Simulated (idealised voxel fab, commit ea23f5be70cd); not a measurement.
Process module name: voxel self aligned vias
200 nm wide, 5 nm square cells: that's cross-section cut.
Just so we're on the same page, the cross-sections are grids of square cells, and they're listed out in bands top to bottom, each band one or more rows deep.
Look at the band entry: it leads with the top's height and the bottom's height in nm. Then it lists the materials left to right, with a width in nm for each. The word "all across" on a single material says that material fills the band edge to edge. The word "blank" is empty space.
For the purposes of this specification, 0 denotes the height below which the wafer in its as-received condition is composed wholly of one material, and the lowermost band, lacking a lower limit, extends downward without end, as expressed in "0 -> down".
With a width like "30..40", each row of cells in the band differs from the next by the same amount, the top row carrying the first number and the bottom row the second.
Reading "stayed the same" for a step: not a cell of the cross-section changed in it.
Heads up: "Unvented internal voids" only lists the empty pockets with no open path to the top that are 8 cells or more, and it writes them as width x height at distance, distance from the left edge, in nm.
On each step's line, the part that comes after the settings is the simulator's own comment on the step.
A step's line can hold "overlay nm"; with a mask on that step, the setting says how far right of the planned place the mask lay, while a negative setting says it lay to the left.

The planned process steps are enumerated hereunder:
1. op RECEIVE | material Si
2. op CONFORMAL_DEP | material SiO2 | thk nm 10
3. op CONFORMAL_DEP | material SiCN | thk nm 5
4. op DIRECTIONAL_DEP | material lowk | thk nm 30
5. op DIRECTIONAL_DEP | material aC | thk nm 15
6. op PATTERN | tone open | mask id LINES | material resist | width nm 20 | pitch nm 60 | thk nm 35 | overlay nm 0
7. op DIRECTIONAL_ETCH | etch materials aC | depth nm 15
8. op STRIP | etch materials resist
9. op DIRECTIONAL_ETCH | etch materials lowk | depth nm 30
10. op STRIP | etch materials aC
11. op CONFORMAL_DEP | material TiN | thk nm 5
12. op FILL_DEP | material W | thk nm 5
13. op CMP | height nm 45
14. op SELECTIVE_ETCH | etch materials W Ru TiN | depth nm 10
15. op FILL_DEP | material SiN | thk nm 10
16. op CMP | height nm 45
17. op DIRECTIONAL_DEP | material lowk | thk nm 20
18. op DIRECTIONAL_DEP | material aC | thk nm 10
19. op PATTERN | tone open | mask id VIAS | material resist | width nm 30 | thk nm 25 | overlay nm 0
20. op DIRECTIONAL_ETCH | etch materials aC | depth nm 10
21. op STRIP | etch materials resist
22. op DIRECTIONAL_ETCH | etch materials lowk | depth nm 20
23. op DIRECTIONAL_ETCH | etch materials SiN | depth nm 10
24. op STRIP | etch materials aC
25. op CONFORMAL_DEP | material TiN | thk nm 5
26. op FILL_DEP | material Ru | thk nm 5
27. op CMP | height nm 65
28. op CONFORMAL_DEP | material SiN | thk nm 5

First wafer of two (run as planned):

Cross-section, incoming material, after step 1:
    0 -> down  Si all across
    Unvented internal voids: none

You're looking at a cross-section of the wafer after step 2:
    10 -> 0  SiO2 all across
    All layers under 0 are left as they were.

You're looking at a cross-section of the wafer after step 3:
    15 -> 10  SiCN all across
    All layers under 10 are left as they were.

You're looking at a cross-section of the wafer after step 4:
    45 -> 15  lowk all across
    All layers under 15 are left as they were.

You're looking at a cross-section of the wafer after step 5:
    60 -> 45  aC all across
    All layers under 45 are left as they were.

You're looking at a cross-section of the wafer after step 6:
    95 -> 60  resist (60)  blank (20)  resist (40)  blank (20)  resist (60)
    All layers under 60 are left as they were.

You're looking at a cross-section of the wafer after step 7:
    80 -> 60  resist (60)  blank (20)  resist (40)  blank (20)  resist (60)
    60 -> 45  aC (60)  blank (20)  aC (40)  blank (20)  aC (60)
    All layers under 45 are left as they were.

You're looking at a cross-section of the wafer after step 8:
    60 -> 45  aC (60)  blank (20)  aC (40)  blank (20)  aC (60)
    All layers under 45 are left as they were.

You're looking at a cross-section of the wafer after step 9:
    60 -> 45  aC (60)  blank (20)  aC (40)  blank (20)  aC (60)
    45 -> 15  lowk (60)  blank (20)  lowk (40)  blank (20)  lowk (60)
    All layers under 15 are left as they were.

You're looking at a cross-section of the wafer after step 10:
    45 -> 15  lowk (60)  blank (20)  lowk (40)  blank (20)  lowk (60)
    All layers under 15 are left as they were.

You're looking at a cross-section of the wafer after step 11:
    50 -> 45  TiN (65)  blank (10)  TiN (50)  blank (10)  TiN (65)
    45 -> 20  lowk (60)  TiN (5)  blank (10)  TiN (5)  lowk (40)  TiN (5)  blank (10)  TiN (5)  lowk (60)
    20 -> 15  lowk (60)  TiN (20)  lowk (40)  TiN (20)  lowk (60)
    All layers under 15 are left as they were.

You're looking at a cross-section of the wafer after step 12:
    55 -> 50  W all across
    50 -> 45  TiN (65)  W (10)  TiN (50)  W (10)  TiN (65)
    45 -> 20  lowk (60)  TiN (5)  W (10)  TiN (5)  lowk (40)  TiN (5)  W (10)  TiN (5)  lowk (60)
    All layers under 20 are left as they were.

You're looking at a cross-section of the wafer after step 13:
    45 -> 20  lowk (60)  TiN (5)  W (10)  TiN (5)  lowk (40)  TiN (5)  W (10)  TiN (5)  lowk (60)
    All layers under 20 are left as they were.

You're looking at a cross-section of the wafer after step 14:
    45 -> 35  lowk (60)  blank (20)  lowk (40)  blank (20)  lowk (60)
    All layers under 35 are left as they were.

You're looking at a cross-section of the wafer after step 15:
    55 -> 45  SiN all across
    45 -> 35  lowk (60)  SiN (20)  lowk (40)  SiN (20)  lowk (60)
    All layers under 35 are left as they were.

You're looking at a cross-section of the wafer after step 16:
    45 -> 35  lowk (60)  SiN (20)  lowk (40)  SiN (20)  lowk (60)
    All layers under 35 are left as they were.

You're looking at a cross-section of the wafer after step 17:
    65 -> 45  lowk all across
    All layers under 45 are left as they were.

You're looking at a cross-section of the wafer after step 18:
    75 -> 65  aC all across
    All layers under 65 are left as they were.

You're looking at a cross-section of the wafer after step 19:
    100 -> 75  resist (55)  blank (30)  resist (115)
    All layers under 75 are left as they were.

You're looking at a cross-section of the wafer after step 20:
    90 -> 75  resist (55)  blank (30)  resist (115)
    75 -> 65  aC (55)  blank (30)  aC (115)
    All layers under 65 are left as they were.

You're looking at a cross-section of the wafer after step 21:
    75 -> 65  aC (55)  blank (30)  aC (115)
    All layers under 65 are left as they were.

You're looking at a cross-section of the wafer after step 22:
    75 -> 65  aC (55)  blank (30)  aC (115)
    65 -> 45  lowk (55)  blank (30)  lowk (115)
    All layers under 45 are left as they were.

You're looking at a cross-section of the wafer after step 23:
    75 -> 65  aC (55)  blank (30)  aC (115)
    65 -> 45  lowk (55)  blank (30)  lowk (115)
    45 -> 35  lowk (60)  blank (20)  lowk (40)  SiN (20)  lowk (60)
    All layers under 35 are left as they were.

You're looking at a cross-section of the wafer after step 24:
    65 -> 45  lowk (55)  blank (30)  lowk (115)
    All layers under 45 are left as they were.

You're looking at a cross-section of the wafer after step 25:
    70 -> 65  TiN (60)  blank (20)  TiN (120)
    65 -> 50  lowk (55)  TiN (5)  blank (20)  TiN (5)  lowk (115)
    50 -> 45  lowk (55)  TiN (10)  blank (10)  TiN (10)  lowk (115)
    45 -> 40  lowk (60)  TiN (5)  blank (10)  TiN (5)  lowk (40)  SiN (20)  lowk (60)
    40 -> 35  lowk (60)  TiN (20)  lowk (40)  SiN (20)  lowk (60)
    All layers under 35 are left as they were.

You're looking at a cross-section of the wafer after step 26:
    75 -> 70  Ru all across
    70 -> 65  TiN (60)  Ru (20)  TiN (120)
    65 -> 50  lowk (55)  TiN (5)  Ru (20)  TiN (5)  lowk (115)
    50 -> 45  lowk (55)  TiN (10)  Ru (10)  TiN (10)  lowk (115)
    45 -> 40  lowk (60)  TiN (5)  Ru (10)  TiN (5)  lowk (40)  SiN (20)  lowk (60)
    All layers under 40 are left as they were.

You're looking at a cross-section of the wafer after step 27:
    65 -> 50  lowk (55)  TiN (5)  Ru (20)  TiN (5)  lowk (115)
    All layers under 50 are left as they were.

You're looking at a cross-section of the wafer after step 28:
    70 -> 65  SiN all across
    All layers under 65 are left as they were.

Second Wafer (Identical Start and Plan, One Processing Error; Matches First Wafer Through Step 13):

The second wafer in cross-section, at the planned close of step 14:
    45 -> 35  lowk (60)  TiN (5)  blank (10)  TiN (5)  lowk (40)  TiN (5)  blank (10)  TiN (5)  lowk (60)
    All layers under 35 are left as they were.

The second wafer in cross-section, at the planned close of step 15:
    55 -> 45  SiN all across
    45 -> 35  lowk (60)  TiN (5)  SiN (10)  TiN (5)  lowk (40)  TiN (5)  SiN (10)  TiN (5)  lowk (60)
    All layers under 35 are left as they were.

The second wafer in cross-section, at the planned close of step 16:
    45 -> 35  lowk (60)  TiN (5)  SiN (10)  TiN (5)  lowk (40)  TiN (5)  SiN (10)  TiN (5)  lowk (60)
    All layers under 35 are left as they were.

The second wafer in cross-section, at the planned close of step 17:
    65 -> 45  lowk all across
    All layers under 45 are left as they were.

The second wafer in cross-section, at the planned close of step 18:
    75 -> 65  aC all across
    All layers under 65 are left as they were.

The second wafer in cross-section, at the planned close of step 19:
    100 -> 75  resist (55)  blank (30)  resist (115)
    All layers under 75 are left as they were.

The second wafer in cross-section, at the planned close of step 20:
    90 -> 75  resist (55)  blank (30)  resist (115)
    75 -> 65  aC (55)  blank (30)  aC (115)
    All layers under 65 are left as they were.

The second wafer in cross-section, at the planned close of step 21:
    75 -> 65  aC (55)  blank (30)  aC (115)
    All layers under 65 are left as they were.

The second wafer in cross-section, at the planned close of step 22:
    75 -> 65  aC (55)  blank (30)  aC (115)
    65 -> 45  lowk (55)  blank (30)  lowk (115)
    All layers under 45 are left as they were.

The second wafer in cross-section, at the planned close of step 23:
    75 -> 65  aC (55)  blank (30)  aC (115)
    65 -> 45  lowk (55)  blank (30)  lowk (115)
    45 -> 35  lowk (60)  TiN (5)  blank (10)  TiN (5)  lowk (40)  TiN (5)  SiN (10)  TiN (5)  lowk (60)
    All layers under 35 are left as they were.

The second wafer in cross-section, at the planned close of step 24:
    65 -> 45  lowk (55)  blank (30)  lowk (115)
    All layers under 45 are left as they were.

The second wafer in cross-section, at the planned close of step 25:
    70 -> 65  TiN (60)  blank (20)  TiN (120)
    65 -> 50  lowk (55)  TiN (5)  blank (20)  TiN (5)  lowk (115)
    50 -> 45  lowk (55)  TiN (30)  lowk (115)
    45 -> 35  lowk (60)  TiN (20)  lowk (40)  TiN (5)  SiN (10)  TiN (5)  lowk (60)
    All layers under 35 are left as they were.

The second wafer in cross-section, at the planned close of step 26:
    75 -> 70  Ru all across
    70 -> 65  TiN (60)  Ru (20)  TiN (120)
    65 -> 50  lowk (55)  TiN (5)  Ru (20)  TiN (5)  lowk (115)
    All layers under 50 are left as they were.

The second wafer in cross-section, at the planned close of step 27:
    65 -> 50  lowk (55)  TiN (5)  Ru (20)  TiN (5)  lowk (115)
    All layers under 50 are left as they were.

The second wafer in cross-section, at the planned close of step 28:
    70 -> 65  SiN all across
    All layers under 65 are left as they were.
Run error: step 14 ran as: op SELECTIVE_ETCH | etch materials W | depth nm 10
End of process, cell counts, second wafer against first, materials with more or fewer: 4 fewer of Ru | 4 fewer of SiN | 8 more of TiN
